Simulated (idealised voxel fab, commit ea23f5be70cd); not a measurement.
process module | voxel gate over fins
cross-section cut | 300 nm wide | cells 5 nm
A cross-section is a grid of square cells, given in bands from the top down. A band is one or more rows of cells.
Each band's line starts with the height of the band's top and of its bottom, in nm. Then come its materials from left to right, each with its width in nm. One material with "throughout" fills the band from edge to edge. "air" is empty space.
Height 0 is the level under which the wafer as received is all one material. The lowest band goes on downwards, as in "0 down".
A width such as "30 to 40" changes by the same amount from each row of cells to the next, from the band's top row to its bottom row.
"no change" after a step means that no cell of the cross-section changed.
closed voids: empty space of 8 cells or more with no open way to the top, each as width x height at its distance from the left edge, in nm
after a step's settings: what the simulator itself notes on the step
overlay nm, on a step with a mask: how far to the right of its planned place the mask lay; to the left if negative
plan
1 op RECEIVE | material Si
2 op CONFORMAL_DEP | material SiN | thk nm 10
3 op PATTERN | tone cover | mask id FINS | material resist | width nm 15 | pitch nm 45 | thk nm 20 | overlay nm 0
4 op DIRECTIONAL_ETCH | etch materials SiN | depth nm 10
5 op DIRECTIONAL_ETCH | etch materials Si | depth nm 40
6 op STRIP | etch materials resist
7 op OXIDIZE | depth nm 5
8 op FILL_DEP | material SiO2 | thk nm 5
9 op CMP | height nm 10
10 op SELECTIVE_ETCH | etch materials SiO2 | depth nm 20
11 op STRIP | etch materials SiN
12 op CONFORMAL_DEP | material HfO2 | thk nm 5
13 op CONFORMAL_DEP | material TiN | thk nm 5
14 op CONFORMAL_DEP | material TiAl | thk nm 5
15 op CONFORMAL_DEP | material TiN | thk nm 5
16 op FILL_DEP | material W | thk nm 10
17 op CMP | height nm 25
18 op CONFORMAL_DEP | material SiN | thk nm 5
first wafer, as planned
as received, after step 1
  0 down: Si throughout
  closed voids: none
after step 2
  10 to 0: SiN throughout
  below 0: unchanged
after step 3
  30 to 10: air 120 | resist 15 | air 30 | resist 15 | air 120
  below 10: unchanged
after step 4
  30 to 10: air 120 | resist 15 | air 30 | resist 15 | air 120
  10 to 0: air 120 | SiN 15 | air 30 | SiN 15 | air 120
  below 0: unchanged
after step 5
  30 to 10: air 120 | resist 15 | air 30 | resist 15 | air 120
  10 to 0: air 120 | SiN 15 | air 30 | SiN 15 | air 120
  0 to -40: air 120 | Si 15 | air 30 | Si 15 | air 120
  below -40: unchanged
after step 6
  10 to 0: air 120 | SiN 15 | air 30 | SiN 15 | air 120
  below 0: unchanged
after step 7
  10 to 0: air 120 | SiN 15 | air 30 | SiN 15 | air 120
  0 to -40: air 120 | SiO2 5 | Si 5 | SiO2 5 | air 30 | SiO2 5 | Si 5 | SiO2 5 | air 120
  -40 to -45: SiO2 125 | Si 5 | SiO2 40 | Si 5 | SiO2 125
  below -45: unchanged
after step 8
  15 to 10: SiO2 throughout
  10 to 0: SiO2 120 | SiN 15 | SiO2 30 | SiN 15 | SiO2 120
  0 to -45: SiO2 125 | Si 5 | SiO2 40 | Si 5 | SiO2 125
  below -45: unchanged
after step 9
  10 to 0: SiO2 120 | SiN 15 | SiO2 30 | SiN 15 | SiO2 120
  below 0: unchanged
after step 10
  10 to 0: air 120 | SiN 15 | air 30 | SiN 15 | air 120
  0 to -10: air 125 | Si 5 | air 40 | Si 5 | air 125
  below -10: unchanged
after step 11
  0 to -10: air 125 | Si 5 | air 40 | Si 5 | air 125
  below -10: unchanged
after step 12
  5 to 0: air 120 | HfO2 15 | air 30 | HfO2 15 | air 120
  0 to -5: air 120 | HfO2 5 | Si 5 | HfO2 5 | air 30 | HfO2 5 | Si 5 | HfO2 5 | air 120
  -5 to -10: HfO2 125 | Si 5 | HfO2 40 | Si 5 | HfO2 125
  below -10: unchanged
after step 13
  10 to 5: air 115 | TiN 25 | air 20 | TiN 25 | air 115
  5 to 0: air 115 | TiN 5 | HfO2 15 | TiN 5 | air 20 | TiN 5 | HfO2 15 | TiN 5 | air 115
  0 to -5: TiN 120 | HfO2 5 | Si 5 | HfO2 5 | TiN 30 | HfO2 5 | Si 5 | HfO2 5 | TiN 120
  below -5: unchanged
after step 14
  15 to 10: air 110 | TiAl 35 | air 10 | TiAl 35 | air 110
  10 to 5: air 110 | TiAl 5 | TiN 25 | TiAl 5 | air 10 | TiAl 5 | TiN 25 | TiAl 5 | air 110
  5 to 0: TiAl 115 | TiN 5 | HfO2 15 | TiN 5 | TiAl 20 | TiN 5 | HfO2 15 | TiN 5 | TiAl 115
  below 0: unchanged
after step 15
  20 to 15: air 105 | TiN 90 | air 105
  15 to 10: air 105 | TiN 5 | TiAl 35 | TiN 10 | TiAl 35 | TiN 5 | air 105
  10 to 5: TiN 110 | TiAl 5 | TiN 25 | TiAl 5 | TiN 10 | TiAl 5 | TiN 25 | TiAl 5 | TiN 110
  below 5: unchanged
after step 16
  30 to 20: W throughout
  20 to 15: W 105 | TiN 90 | W 105
  15 to 10: W 105 | TiN 5 | TiAl 35 | TiN 10 | TiAl 35 | TiN 5 | W 105
  below 10: unchanged
after step 17
  25 to 20: W throughout
  below 20: unchanged
after step 18
  30 to 25: SiN throughout
  below 25: unchanged
second wafer: like start, like plan, one mistake. Through step 4 it matches the first wafer
when step 5 should have ended
  30 to 10: air 120 | resist 15 | air 30 | resist 15 | air 120
  10 to 0: air 120 | SiN 15 | air 30 | SiN 15 | air 120
  0 to -45: air 120 | Si 15 | air 30 | Si 15 | air 120
  below -45: unchanged
when step 6 should have ended
  10 to 0: air 120 | SiN 15 | air 30 | SiN 15 | air 120
  below 0: unchanged
when step 7 should have ended
  10 to 0: air 120 | SiN 15 | air 30 | SiN 15 | air 120
  0 to -45: air 120 | SiO2 5 | Si 5 | SiO2 5 | air 30 | SiO2 5 | Si 5 | SiO2 5 | air 120
  -45 to -50: SiO2 125 | Si 5 | SiO2 40 | Si 5 | SiO2 125
  below -50: unchanged
when step 8 should have ended
  15 to 10: SiO2 throughout
  10 to 0: SiO2 120 | SiN 15 | SiO2 30 | SiN 15 | SiO2 120
  0 to -50: SiO2 125 | Si 5 | SiO2 40 | Si 5 | SiO2 125
  below -50: unchanged
when step 9 should have ended
  10 to 0: SiO2 120 | SiN 15 | SiO2 30 | SiN 15 | SiO2 120
  below 0: unchanged
when step 10 should have ended
  10 to 0: air 120 | SiN 15 | air 30 | SiN 15 | air 120
  0 to -10: air 125 | Si 5 | air 40 | Si 5 | air 125
  below -10: unchanged
when step 11 should have ended
  0 to -10: air 125 | Si 5 | air 40 | Si 5 | air 125
  below -10: unchanged
when step 12 should have ended
  5 to 0: air 120 | HfO2 15 | air 30 | HfO2 15 | air 120
  0 to -5: air 120 | HfO2 5 | Si 5 | HfO2 5 | air 30 | HfO2 5 | Si 5 | HfO2 5 | air 120
  -5 to -10: HfO2 125 | Si 5 | HfO2 40 | Si 5 | HfO2 125
  below -10: unchanged
when step 13 should have ended
  10 to 5: air 115 | TiN 25 | air 20 | TiN 25 | air 115
  5 to 0: air 115 | TiN 5 | HfO2 15 | TiN 5 | air 20 | TiN 5 | HfO2 15 | TiN 5 | air 115
  0 to -5: TiN 120 | HfO2 5 | Si 5 | HfO2 5 | TiN 30 | HfO2 5 | Si 5 | HfO2 5 | TiN 120
  below -5: unchanged
when step 14 should have ended
  15 to 10: air 110 | TiAl 35 | air 10 | TiAl 35 | air 110
  10 to 5: air 110 | TiAl 5 | TiN 25 | TiAl 5 | air 10 | TiAl 5 | TiN 25 | TiAl 5 | air 110
  5 to 0: TiAl 115 | TiN 5 | HfO2 15 | TiN 5 | TiAl 20 | TiN 5 | HfO2 15 | TiN 5 | TiAl 115
  below 0: unchanged
when step 15 should have ended
  20 to 15: air 105 | TiN 90 | air 105
  15 to 10: air 105 | TiN 5 | TiAl 35 | TiN 10 | TiAl 35 | TiN 5 | air 105
  10 to 5: TiN 110 | TiAl 5 | TiN 25 | TiAl 5 | TiN 10 | TiAl 5 | TiN 25 | TiAl 5 | TiN 110
  below 5: unchanged
when step 16 should have ended
  30 to 20: W throughout
  20 to 15: W 105 | TiN 90 | W 105
  15 to 10: W 105 | TiN 5 | TiAl 35 | TiN 10 | TiAl 35 | TiN 5 | W 105
  below 10: unchanged
when step 17 should have ended
  25 to 20: W throughout
  below 20: unchanged
when step 18 should have ended
  30 to 25: SiN throughout
  below 25: unchanged
what went wrong: step 5 ran as: op DIRECTIONAL_ETCH | etch materials Si | depth nm 45
at the end the second wafer has, in cells: 58 fewer of Si | 58 more of SiO2
